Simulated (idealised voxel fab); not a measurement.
process module | voxel trench capacitor
cross-section cut | 205 nm wide | cells 5 nm
A cross-section is a grid of square cells, given in bands from the top down. A band is one or more rows of cells.
Each band's line starts with the height of the band's top and of its bottom, in nm. Then come its materials from left to right, each with its width in nm. One material with "throughout" fills the band from edge to edge. "air" is empty space.
Height 0 is the level under which the wafer as received is all one material. The lowest band goes on downwards, as in "0 down".
A width such as "30 to 40" changes by the same amount from each row of cells to the next, from the band's top row to its bottom row.
"no change" after a step means that no cell of the cross-section changed.
closed voids: empty space of 8 cells or more with no open way to the top, each as width x height at its distance from the left edge, in nm
after a step's settings: what the simulator itself notes on the step
overlay nm, on a step with a mask: how far to the right of its planned place the mask lay; to the left if negative
plan
1 op RECEIVE | material Si
2 op CONFORMAL_DEP | material SiN | thk nm 10
3 op DIRECTIONAL_DEP | material aC | thk nm 15
4 op PATTERN | tone open | mask id TRENCH | material resist | width nm 25 | pitch nm 45 | thk nm 35 | overlay nm 0
5 op DIRECTIONAL_ETCH | etch materials aC | depth nm 15
6 op STRIP | etch materials resist
7 op DIRECTIONAL_ETCH | etch materials SiN | depth nm 10
8 op DIRECTIONAL_ETCH | etch materials Si | depth nm 40
9 op STRIP | etch materials aC
10 op CONFORMAL_DEP | material HfO2 | thk nm 5
11 op CONFORMAL_DEP | material TiN | thk nm 5
12 op FILL_DEP | material W | thk nm 5
13 op CMP | height nm 10
as received, after step 1
  0 down: Si throughout
  closed voids: none
first wafer at the end, as planned
  10 to 0: SiN 65 | HfO2 5 | TiN 5 | W 5 | TiN 5 | HfO2 5 | SiN 20 | HfO2 5 | TiN 5 | W 5 | TiN 5 | HfO2 5 | SiN 70
  0 to -30: Si 65 | HfO2 5 | TiN 5 | W 5 | TiN 5 | HfO2 5 | Si 20 | HfO2 5 | TiN 5 | W 5 | TiN 5 | HfO2 5 | Si 70
  -30 to -35: Si 65 | HfO2 5 | TiN 15 | HfO2 5 | Si 20 | HfO2 5 | TiN 15 | HfO2 5 | Si 70
  -35 to -40: Si 65 | HfO2 25 | Si 20 | HfO2 25 | Si 70
  -40 down: Si throughout
  closed voids: none
second wafer at the end: like start, like plan, one mistake
  25 to 20: W throughout
  20 to 15: TiN 75 | W 5 | TiN 40 | W 5 | TiN 80
  15 to 10: HfO2 70 | TiN 5 | W 5 | TiN 5 | HfO2 30 | TiN 5 | W 5 | TiN 5 | HfO2 75
  10 to 0: SiN 65 | HfO2 5 | TiN 5 | W 5 | TiN 5 | HfO2 5 | SiN 20 | HfO2 5 | TiN 5 | W 5 | TiN 5 | HfO2 5 | SiN 70
  0 to -30: Si 65 | HfO2 5 | TiN 5 | W 5 | TiN 5 | HfO2 5 | Si 20 | HfO2 5 | TiN 5 | W 5 | TiN 5 | HfO2 5 | Si 70
  -30 to -35: Si 65 | HfO2 5 | TiN 15 | HfO2 5 | Si 20 | HfO2 5 | TiN 15 | HfO2 5 | Si 70
  -35 to -40: Si 65 | HfO2 25 | Si 20 | HfO2 25 | Si 70
  -40 down: Si throughout
  closed voids: none
what went wrong: step 13 was left out
at the end the second wafer has, in cells: 35 more of HfO2 | 43 more of TiN | 45 more of W
